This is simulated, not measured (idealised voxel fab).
A process module follows: voxel fin reveal.
For reference, the cross-section in this document is cut, with width 275 nm and square cells of 5 nm.
Notation: cross-section as square-cell grid; stated in bands, top first, going down; one or more cell rows per band.
Band: top and bottom heights (nm) first, top before bottom; then materials from left to right, widths in nm. "all across" marks a sole material filling the band edge to edge. "blank" denotes empty space.
A quick word on heights: they are counted from 0, and under that level the wafer as it came to us is one material throughout. The lowest band is different from the rest in having no bottom; it simply continues downward, written as in "from 0 down".
The two numbers in a width such as "30->40" mark its ends across the band: the first belongs to the top row of cells, the second to the bottom row, and from each row to the next the width moves by the same amount.
The cross-section has no changed cell in any step marked "left unchanged".
Entry "Sealed-off cavities" = empty spaces >= 8 cells with no open way to the top; each as width x height at distance, distance from left edge, all nm.
Whatever follows a step's settings on its line is a remark the simulator itself makes about that step.
overlay nm: for a step with a mask, the amount by which the mask lay right of where it was planned; a negative amount means left of it.
These are the steps we planned for the process:
1 RECEIVE,material Si
2 CONFORMAL_DEP,material SiN,thk nm 10
3 MASKED_ETCH,tone cover,mask id FINS,width nm 15,pitch nm 40,etch materials SiN,depth nm 10,overlay nm 0
4 MASKED_ETCH,tone cover,mask id FINS,width nm 15,pitch nm 40,etch materials Si,depth nm 30,overlay nm -15
5 FILL_DEP,material SiO2,thk nm 15
6 CMP,height nm 10
7 SELECTIVE_ETCH,etch materials SiO2,depth nm 20
8 STRIP,etch materials SiN
Be aware that, although all wafers share a common starting state, the overlay nm at step 4 differs among them, and the plan displays the first wafer's value.
As-received state after step 1, first of several wafers, cross-section:
- from 0 down = Si all across
- Sealed-off cavities: none
Below: a row per wafer. Contents at end of module: for every material, cells gained since receipt (+) or lost since receipt (-); then closed voids:
overlay nm -15 | -186 Si | +124 SiO2 | Sealed-off cavities: none
overlay nm -10 | -210 Si | +140 SiO2 | Sealed-off cavities: none
overlay nm -5 | -234 Si | +156 SiO2 | Sealed-off cavities: none
overlay nm 0 | -258 Si | +172 SiO2 | Sealed-off cavities: none
overlay nm 5 | -234 Si | +156 SiO2 | Sealed-off cavities: none
overlay nm 10 | -210 Si | +140 SiO2 | Sealed-off cavities: none
overlay nm 15 | -186 Si | +124 SiO2 | Sealed-off cavities: none
